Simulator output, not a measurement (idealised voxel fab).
This section sets out a process module, namely voxel released beams.
We display cut, a cross-section 140 nm in width whose square cells are each 5 nm.
Notation: cross-section as square-cell grid; stated in bands, top first, going down; one or more cell rows per band. The entry gives the band's vertical extent as a top height and a bottom height in nm, then its horizontal make-up as materials from left to right, each with a width in nm. "blank" stands for empty space; a single material marked "full width" fills the band edge to edge. Beneath 0, the wafer as received is one material, and that level is where height counting begins. The lowest band goes on downward without a bottom; it is written like "0 nm and below". When a width is written as two numbers, as in "30..40", the first number is the width in the top row of cells of the band and the second is the width in its bottom row, and the width changes by the same amount from each row to the next. "identical to before" for a step: no cell of the cross-section changed in that step. Empty spaces without an open route to the top, at least 8 cells in extent, make up the entry "Sealed void listing"; each is given as width x height at distance, where the distance is measured from the left edge, and all are in nm. Text after the settings on a step's line: the simulator's own remark on that step. When a step includes a mask, the "overlay nm" setting on its line states how far to the right of its planned place that mask lay, and negative values state how far to the left.
The following list gives the planned process steps
| 1 | RECEIVE: material Si |
| 2 | CONFORMAL_DEP: material Al2O3, thk nm 10 |
| 3 | DIRECTIONAL_DEP: material SiO2, thk nm 20 |
| 4 | DIRECTIONAL_DEP: material aC, thk nm 10 |
| 5 | PATTERN: tone open, mask id ANCHOR, material resist, width nm 35, thk nm 25, overlay nm 0 |
| 6 | DIRECTIONAL_ETCH: etch materials aC, depth nm 10 |
| 7 | STRIP: etch materials resist |
| 8 | DIRECTIONAL_ETCH: etch materials SiO2, depth nm 20 |
| 9 | STRIP: etch materials aC |
| 10 | CONFORMAL_DEP: material W, thk nm 15 |
| 11 | MASKED_ETCH: tone cover, mask id BEAM, width nm 105, etch materials W, depth nm 15, overlay nm 0 |
| 12 | STRIP: etch materials SiO2 |
So this is the incoming wafer in cross-section - it's already been through step 1
    0 nm and below  Si full width
    Sealed void listing: none
Post-module cross-section: identical start and plan to those above, one misstep in execution
    40 nm to 25 nm  blank=15 / W=20 / blank=5 / W=80 / blank=20
    25 nm to 10 nm  blank=20 / W=35 / blank=85
    10 nm to 0 nm  Al2O3 full width
    0 nm and below  Si full width
    Sealed void listing: none
It is concluded that the wafer was processed incorrectly with respect to the plan, in that not per plan at step 3, really ran DIRECTIONAL_DEP: material SiO2, thk nm 15
